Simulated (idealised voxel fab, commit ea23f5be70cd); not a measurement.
process module | voxel wiring stack
cross-section cut | 165 nm wide | cells 5 nm
A cross-section is a grid of square cells, given in bands from the top down. A band is one or more rows of cells.
Each band's line starts with the height of the band's top and of its bottom, in nm. Then come its materials from left to right, each with its width in nm. One material with "throughout" fills the band from edge to edge. "air" is empty space.
Height 0 is the level under which the wafer as received is all one material. The lowest band goes on downwards, as in "0 down".
A width such as "30 to 40" changes by the same amount from each row of cells to the next, from the band's top row to its bottom row.
"no change" after a step means that no cell of the cross-section changed.
closed voids: empty space of 8 cells or more with no open way to the top, each as width x height at its distance from the left edge, in nm
after a step's settings: what the simulator itself notes on the step
overlay nm, on a step with a mask: how far to the right of its planned place the mask lay; to the left if negative
plan
1 op RECEIVE | material Si
2 op CONFORMAL_DEP | material SiO2 | thk nm 10
3 op DIRECTIONAL_DEP | material TiN | thk nm 5
4 op DIRECTIONAL_DEP | material W | thk nm 25
5 op PATTERN | tone cover | mask id METAL_1 | material resist | width nm 20 | pitch nm 40 | thk nm 15 | overlay nm 0
6 op DIRECTIONAL_ETCH | etch materials W | depth nm 25
7 op DIRECTIONAL_ETCH | etch materials TiN | depth nm 5
8 op STRIP | etch materials resist
9 op CONFORMAL_DEP | material SiCN | thk nm 5
10 op FILL_DEP | material lowk | thk nm 10
11 op CMP | height nm 40
12 op CONFORMAL_DEP | material SiCN | thk nm 5
13 op DIRECTIONAL_DEP | material SiO2 | thk nm 20
14 op DIRECTIONAL_DEP | material aC | thk nm 10
15 op PATTERN | tone open | mask id PLUG_1 | material resist | width nm 15 | pitch nm 40 | thk nm 25 | overlay nm 0
16 op DIRECTIONAL_ETCH | etch materials aC | depth nm 10
17 op STRIP | etch materials resist
18 op DIRECTIONAL_ETCH | etch materials SiO2 | depth nm 20
19 op DIRECTIONAL_ETCH | etch materials SiCN | depth nm 5
20 op STRIP | etch materials aC
21 op CONFORMAL_DEP | material TiN | thk nm 5
22 op FILL_DEP | material Cu | thk nm 10
23 op CMP | height nm 65
24 op DIRECTIONAL_DEP | material TiN | thk nm 5
25 op DIRECTIONAL_DEP | material Ru | thk nm 15
26 op PATTERN | tone cover | mask id METAL_2 | material resist | width nm 20 | pitch nm 40 | thk nm 20 | overlay nm 0
27 op DIRECTIONAL_ETCH | etch materials Ru | depth nm 15
28 op DIRECTIONAL_ETCH | etch materials TiN | depth nm 5
29 op STRIP | etch materials resist
30 op FILL_DEP | material lowk | thk nm 10
31 op CMP | height nm 85
32 op CONFORMAL_DEP | material SiCN | thk nm 5
33 op DIRECTIONAL_DEP | material lowk | thk nm 20
34 op PATTERN | tone open | mask id PLUG_2 | material resist | width nm 15 | pitch nm 40 | thk nm 15 | overlay nm 0
35 op DIRECTIONAL_ETCH | etch materials lowk | depth nm 20
36 op DIRECTIONAL_ETCH | etch materials SiCN | depth nm 5
37 op STRIP | etch materials resist
38 op EPI | material Ru | thk nm 10
39 op EPI | material Ru | thk nm 10
40 op EPI | material Ru | thk nm 5
41 op DIRECTIONAL_DEP | material TiN | thk nm 5
42 op DIRECTIONAL_DEP | material Ru | thk nm 15
43 op DIRECTIONAL_DEP | material aC | thk nm 10
44 op PATTERN | tone cover | mask id METAL_3 | material resist | width nm 20 | pitch nm 40 | thk nm 25 | overlay nm 0
45 op DIRECTIONAL_ETCH | etch materials aC | depth nm 10
46 op STRIP | etch materials resist
47 op DIRECTIONAL_ETCH | etch materials Ru | depth nm 15
48 op DIRECTIONAL_ETCH | etch materials TiN | depth nm 5
49 op STRIP | etch materials aC
50 op CONFORMAL_DEP | material SiN | thk nm 5
51 op FILL_DEP | material SiO2 | thk nm 10
52 op CMP | height nm 130
53 op CONFORMAL_DEP | material SiCN | thk nm 5
54 op DIRECTIONAL_DEP | material lowk | thk nm 20
55 op MASKED_ETCH | tone open | mask id PLUG_3 | width nm 15 | pitch nm 40 | etch materials lowk | depth nm 20 | overlay nm 0
56 op MASKED_ETCH | tone open | mask id PLUG_3 | width nm 15 | pitch nm 40 | etch materials SiCN | depth nm 5 | overlay nm 0
57 op EPI | material Ru | thk nm 10
58 op EPI | material Ru | thk nm 10
59 op EPI | material Ru | thk nm 5
60 op DIRECTIONAL_DEP | material TiN | thk nm 5
61 op DIRECTIONAL_DEP | material W | thk nm 15
62 op MASKED_ETCH | tone cover | mask id METAL_4 | width nm 20 | pitch nm 40 | etch materials W | depth nm 15 | overlay nm 0
63 op MASKED_ETCH | tone cover | mask id METAL_4 | width nm 20 | pitch nm 40 | etch materials TiN | depth nm 5 | overlay nm 0
64 op FILL_DEP | material SiO2 | thk nm 10
65 op CMP | height nm 175
66 op CONFORMAL_DEP | material SiCN | thk nm 5
first wafer, as planned
as received, after step 1
  0 down: Si throughout
  closed voids: none
after step 2
  10 to 0: SiO2 throughout
  below 0: unchanged
after step 3
  15 to 10: TiN throughout
  below 10: unchanged
after step 4
  40 to 15: W throughout
  below 15: unchanged
after step 5
  55 to 40: air 30 | resist 20 | air 20 | resist 20 | air 20 | resist 20 | air 35
  below 40: unchanged
after step 6
  55 to 40: air 30 | resist 20 | air 20 | resist 20 | air 20 | resist 20 | air 35
  40 to 15: air 30 | W 20 | air 20 | W 20 | air 20 | W 20 | air 35
  below 15: unchanged
after step 7
  55 to 40: air 30 | resist 20 | air 20 | resist 20 | air 20 | resist 20 | air 35
  40 to 15: air 30 | W 20 | air 20 | W 20 | air 20 | W 20 | air 35
  15 to 10: air 30 | TiN 20 | air 20 | TiN 20 | air 20 | TiN 20 | air 35
  below 10: unchanged
after step 8
  40 to 15: air 30 | W 20 | air 20 | W 20 | air 20 | W 20 | air 35
  below 15: unchanged
after step 9
  45 to 40: air 25 | SiCN 30 | air 10 | SiCN 30 | air 10 | SiCN 30 | air 30
  40 to 15: air 25 | SiCN 5 | W 20 | SiCN 5 | air 10 | SiCN 5 | W 20 | SiCN 5 | air 10 | SiCN 5 | W 20 | SiCN 5 | air 30
  15 to 10: SiCN 30 | TiN 20 | SiCN 20 | TiN 20 | SiCN 20 | TiN 20 | SiCN 35
  below 10: unchanged
after step 10
  55 to 45: lowk throughout
  45 to 40: lowk 25 | SiCN 30 | lowk 10 | SiCN 30 | lowk 10 | SiCN 30 | lowk 30
  40 to 15: lowk 25 | SiCN 5 | W 20 | SiCN 5 | lowk 10 | SiCN 5 | W 20 | SiCN 5 | lowk 10 | SiCN 5 | W 20 | SiCN 5 | lowk 30
  below 15: unchanged
after step 11
  40 to 15: lowk 25 | SiCN 5 | W 20 | SiCN 5 | lowk 10 | SiCN 5 | W 20 | SiCN 5 | lowk 10 | SiCN 5 | W 20 | SiCN 5 | lowk 30
  below 15: unchanged
after step 12
  45 to 40: SiCN throughout
  below 40: unchanged
after step 13
  65 to 45: SiO2 throughout
  below 45: unchanged
after step 14
  75 to 65: aC throughout
  below 65: unchanged
after step 15
  100 to 75: resist 30 | air 15 | resist 25 | air 15 | resist 25 | air 15 | resist 40
  below 75: unchanged
after step 16
  90 to 75: resist 30 | air 15 | resist 25 | air 15 | resist 25 | air 15 | resist 40
  75 to 65: aC 30 | air 15 | aC 25 | air 15 | aC 25 | air 15 | aC 40
  below 65: unchanged
after step 17
  75 to 65: aC 30 | air 15 | aC 25 | air 15 | aC 25 | air 15 | aC 40
  below 65: unchanged
after step 18
  75 to 65: aC 30 | air 15 | aC 25 | air 15 | aC 25 | air 15 | aC 40
  65 to 45: SiO2 30 | air 15 | SiO2 25 | air 15 | SiO2 25 | air 15 | SiO2 40
  below 45: unchanged
after step 19
  75 to 65: aC 30 | air 15 | aC 25 | air 15 | aC 25 | air 15 | aC 40
  65 to 45: SiO2 30 | air 15 | SiO2 25 | air 15 | SiO2 25 | air 15 | SiO2 40
  45 to 40: SiCN 30 | air 15 | SiCN 25 | air 15 | SiCN 25 | air 15 | SiCN 40
  below 40: unchanged
after step 20
  65 to 45: SiO2 30 | air 15 | SiO2 25 | air 15 | SiO2 25 | air 15 | SiO2 40
  below 45: unchanged
after step 21
  70 to 65: TiN 35 | air 5 | TiN 35 | air 5 | TiN 35 | air 5 | TiN 45
  65 to 45: SiO2 30 | TiN 5 | air 5 | TiN 5 | SiO2 25 | TiN 5 | air 5 | TiN 5 | SiO2 25 | TiN 5 | air 5 | TiN 5 | SiO2 40
  45 to 40: SiCN 30 | TiN 15 | SiCN 25 | TiN 15 | SiCN 25 | TiN 15 | SiCN 40
  below 40: unchanged
after step 22
  80 to 70: Cu throughout
  70 to 65: TiN 35 | Cu 5 | TiN 35 | Cu 5 | TiN 35 | Cu 5 | TiN 45
  65 to 45: SiO2 30 | TiN 5 | Cu 5 | TiN 5 | SiO2 25 | TiN 5 | Cu 5 | TiN 5 | SiO2 25 | TiN 5 | Cu 5 | TiN 5 | SiO2 40
  below 45: unchanged
after step 23
  65 to 45: SiO2 30 | TiN 5 | Cu 5 | TiN 5 | SiO2 25 | TiN 5 | Cu 5 | TiN 5 | SiO2 25 | TiN 5 | Cu 5 | TiN 5 | SiO2 40
  below 45: unchanged
after step 24
  70 to 65: TiN throughout
  below 65: unchanged
after step 25
  85 to 70: Ru throughout
  below 70: unchanged
after step 26
  105 to 85: air 30 | resist 20 | air 20 | resist 20 | air 20 | resist 20 | air 35
  below 85: unchanged
after step 27
  105 to 85: air 30 | resist 20 | air 20 | resist 20 | air 20 | resist 20 | air 35
  85 to 70: air 30 | Ru 20 | air 20 | Ru 20 | air 20 | Ru 20 | air 35
  below 70: unchanged
after step 28
  105 to 85: air 30 | resist 20 | air 20 | resist 20 | air 20 | resist 20 | air 35
  85 to 70: air 30 | Ru 20 | air 20 | Ru 20 | air 20 | Ru 20 | air 35
  70 to 65: air 30 | TiN 20 | air 20 | TiN 20 | air 20 | TiN 20 | air 35
  below 65: unchanged
after step 29
  85 to 70: air 30 | Ru 20 | air 20 | Ru 20 | air 20 | Ru 20 | air 35
  below 70: unchanged
after step 30
  95 to 85: lowk throughout
  85 to 70: lowk 30 | Ru 20 | lowk 20 | Ru 20 | lowk 20 | Ru 20 | lowk 35
  70 to 65: lowk 30 | TiN 20 | lowk 20 | TiN 20 | lowk 20 | TiN 20 | lowk 35
  below 65: unchanged
after step 31
  85 to 70: lowk 30 | Ru 20 | lowk 20 | Ru 20 | lowk 20 | Ru 20 | lowk 35
  below 70: unchanged
after step 32
  90 to 85: SiCN throughout
  below 85: unchanged
after step 33
  110 to 90: lowk throughout
  below 90: unchanged
after step 34
  125 to 110: resist 30 | air 15 | resist 25 | air 15 | resist 25 | air 15 | resist 40
  below 110: unchanged
after step 35
  125 to 110: resist 30 | air 15 | resist 25 | air 15 | resist 25 | air 15 | resist 40
  110 to 90: lowk 30 | air 15 | lowk 25 | air 15 | lowk 25 | air 15 | lowk 40
  below 90: unchanged
after step 36
  125 to 110: resist 30 | air 15 | resist 25 | air 15 | resist 25 | air 15 | resist 40
  110 to 90: lowk 30 | air 15 | lowk 25 | air 15 | lowk 25 | air 15 | lowk 40
  90 to 85: SiCN 30 | air 15 | SiCN 25 | air 15 | SiCN 25 | air 15 | SiCN 40
  below 85: unchanged
after step 37
  110 to 90: lowk 30 | air 15 | lowk 25 | air 15 | lowk 25 | air 15 | lowk 40
  below 90: unchanged
after step 38
  110 to 95: lowk 30 | air 15 | lowk 25 | air 15 | lowk 25 | air 15 | lowk 40
  95 to 90: lowk 30 | Ru 15 | lowk 25 | Ru 15 | lowk 25 | Ru 15 | lowk 40
  90 to 85: SiCN 30 | Ru 15 | SiCN 25 | Ru 15 | SiCN 25 | Ru 15 | SiCN 40
  below 85: unchanged
after step 39
  110 to 105: lowk 30 | air 15 | lowk 25 | air 15 | lowk 25 | air 15 | lowk 40
  105 to 90: lowk 30 | Ru 15 | lowk 25 | Ru 15 | lowk 25 | Ru 15 | lowk 40
  below 90: unchanged
after step 40
  110 to 90: lowk 30 | Ru 15 | lowk 25 | Ru 15 | lowk 25 | Ru 15 | lowk 40
  below 90: unchanged
after step 41
  115 to 110: TiN throughout
  below 110: unchanged
after step 42
  130 to 115: Ru throughout
  below 115: unchanged
after step 43
  140 to 130: aC throughout
  below 130: unchanged
after step 44
  165 to 140: air 30 | resist 20 | air 20 | resist 20 | air 20 | resist 20 | air 35
  below 140: unchanged
after step 45
  155 to 140: air 30 | resist 20 | air 20 | resist 20 | air 20 | resist 20 | air 35
  140 to 130: air 30 | aC 20 | air 20 | aC 20 | air 20 | aC 20 | air 35
  below 130: unchanged
after step 46
  140 to 130: air 30 | aC 20 | air 20 | aC 20 | air 20 | aC 20 | air 35
  below 130: unchanged
after step 47
  140 to 130: air 30 | aC 20 | air 20 | aC 20 | air 20 | aC 20 | air 35
  130 to 115: air 30 | Ru 20 | air 20 | Ru 20 | air 20 | Ru 20 | air 35
  below 115: unchanged
after step 48
  140 to 130: air 30 | aC 20 | air 20 | aC 20 | air 20 | aC 20 | air 35
  130 to 115: air 30 | Ru 20 | air 20 | Ru 20 | air 20 | Ru 20 | air 35
  115 to 110: air 30 | TiN 20 | air 20 | TiN 20 | air 20 | TiN 20 | air 35
  below 110: unchanged
after step 49
  130 to 115: air 30 | Ru 20 | air 20 | Ru 20 | air 20 | Ru 20 | air 35
  below 115: unchanged
after step 50
  135 to 130: air 25 | SiN 30 | air 10 | SiN 30 | air 10 | SiN 30 | air 30
  130 to 115: air 25 | SiN 5 | Ru 20 | SiN 5 | air 10 | SiN 5 | Ru 20 | SiN 5 | air 10 | SiN 5 | Ru 20 | SiN 5 | air 30
  115 to 110: SiN 30 | TiN 20 | SiN 20 | TiN 20 | SiN 20 | TiN 20 | SiN 35
  below 110: unchanged
after step 51
  145 to 135: SiO2 throughout
  135 to 130: SiO2 25 | SiN 30 | SiO2 10 | SiN 30 | SiO2 10 | SiN 30 | SiO2 30
  130 to 115: SiO2 25 | SiN 5 | Ru 20 | SiN 5 | SiO2 10 | SiN 5 | Ru 20 | SiN 5 | SiO2 10 | SiN 5 | Ru 20 | SiN 5 | SiO2 30
  below 115: unchanged
after step 52
  130 to 115: SiO2 25 | SiN 5 | Ru 20 | SiN 5 | SiO2 10 | SiN 5 | Ru 20 | SiN 5 | SiO2 10 | SiN 5 | Ru 20 | SiN 5 | SiO2 30
  below 115: unchanged
after step 53
  135 to 130: SiCN throughout
  below 130: unchanged
after step 54
  155 to 135: lowk throughout
  below 135: unchanged
after step 55
  155 to 135: lowk 30 | air 15 | lowk 25 | air 15 | lowk 25 | air 15 | lowk 40
  below 135: unchanged
after step 56
  155 to 135: lowk 30 | air 15 | lowk 25 | air 15 | lowk 25 | air 15 | lowk 40
  135 to 130: SiCN 30 | air 15 | SiCN 25 | air 15 | SiCN 25 | air 15 | SiCN 40
  below 130: unchanged
after step 57
  155 to 140: lowk 30 | air 15 | lowk 25 | air 15 | lowk 25 | air 15 | lowk 40
  140 to 135: lowk 30 | Ru 15 | lowk 25 | Ru 15 | lowk 25 | Ru 15 | lowk 40
  135 to 130: SiCN 30 | Ru 15 | SiCN 25 | Ru 15 | SiCN 25 | Ru 15 | SiCN 40
  below 130: unchanged
after step 58
  155 to 150: lowk 30 | air 15 | lowk 25 | air 15 | lowk 25 | air 15 | lowk 40
  150 to 135: lowk 30 | Ru 15 | lowk 25 | Ru 15 | lowk 25 | Ru 15 | lowk 40
  below 135: unchanged
after step 59
  155 to 135: lowk 30 | Ru 15 | lowk 25 | Ru 15 | lowk 25 | Ru 15 | lowk 40
  below 135: unchanged
after step 60
  160 to 155: TiN throughout
  below 155: unchanged
after step 61
  175 to 160: W throughout
  below 160: unchanged
after step 62
  175 to 160: air 30 | W 20 | air 20 | W 20 | air 20 | W 20 | air 35
  below 160: unchanged
after step 63
  175 to 160: air 30 | W 20 | air 20 | W 20 | air 20 | W 20 | air 35
  160 to 155: air 30 | TiN 20 | air 20 | TiN 20 | air 20 | TiN 20 | air 35
  below 155: unchanged
after step 64
  185 to 175: SiO2 throughout
  175 to 160: SiO2 30 | W 20 | SiO2 20 | W 20 | SiO2 20 | W 20 | SiO2 35
  160 to 155: SiO2 30 | TiN 20 | SiO2 20 | TiN 20 | SiO2 20 | TiN 20 | SiO2 35
  below 155: unchanged
after step 65
  175 to 160: SiO2 30 | W 20 | SiO2 20 | W 20 | SiO2 20 | W 20 | SiO2 35
  below 160: unchanged
after step 66
  180 to 175: SiCN throughout
  below 175: unchanged
second wafer: like start, like plan, one mistake. Through step 53 it matches the first wafer
when step 54 should have ended
  160 to 135: lowk throughout
  below 135: unchanged
when step 55 should have ended
  160 to 140: lowk 30 | air 15 | lowk 25 | air 15 | lowk 25 | air 15 | lowk 40
  below 140: unchanged
when step 56 should have ended: no change
when step 57 should have ended: no change
when step 58 should have ended: no change
when step 59 should have ended: no change
when step 60 should have ended
  165 to 160: TiN 30 | air 15 | TiN 25 | air 15 | TiN 25 | air 15 | TiN 40
  160 to 145: lowk 30 | air 15 | lowk 25 | air 15 | lowk 25 | air 15 | lowk 40
  145 to 140: lowk 30 | TiN 15 | lowk 25 | TiN 15 | lowk 25 | TiN 15 | lowk 40
  below 140: unchanged
when step 61 should have ended
  180 to 165: W 30 | air 15 | W 25 | air 15 | W 25 | air 15 | W 40
  165 to 160: TiN 30 | air 15 | TiN 25 | air 15 | TiN 25 | air 15 | TiN 40
  160 to 145: lowk 30 | W 15 | lowk 25 | W 15 | lowk 25 | W 15 | lowk 40
  below 145: unchanged
when step 62 should have ended
  180 to 165: air 45 | W 5 | air 35 | W 5 | air 35 | W 5 | air 35
  below 165: unchanged
when step 63 should have ended
  180 to 165: air 45 | W 5 | air 35 | W 5 | air 35 | W 5 | air 35
  165 to 160: air 45 | TiN 5 | air 35 | TiN 5 | air 35 | TiN 5 | air 35
  below 160: unchanged
when step 64 should have ended
  190 to 180: SiO2 throughout
  180 to 165: SiO2 45 | W 5 | SiO2 35 | W 5 | SiO2 35 | W 5 | SiO2 35
  165 to 160: SiO2 45 | TiN 5 | SiO2 35 | TiN 5 | SiO2 35 | TiN 5 | SiO2 35
  below 160: unchanged
when step 65 should have ended
  175 to 165: SiO2 45 | W 5 | SiO2 35 | W 5 | SiO2 35 | W 5 | SiO2 35
  below 165: unchanged
when step 66 should have ended
  180 to 175: SiCN throughout
  below 175: unchanged
what went wrong: step 54 ran as: op DIRECTIONAL_DEP | material lowk | thk nm 25
at the end the second wafer has, in cells: 45 fewer of Ru | 9 more of SiCN | 6 more of SiO2 | 3 fewer of W | 33 more of lowk
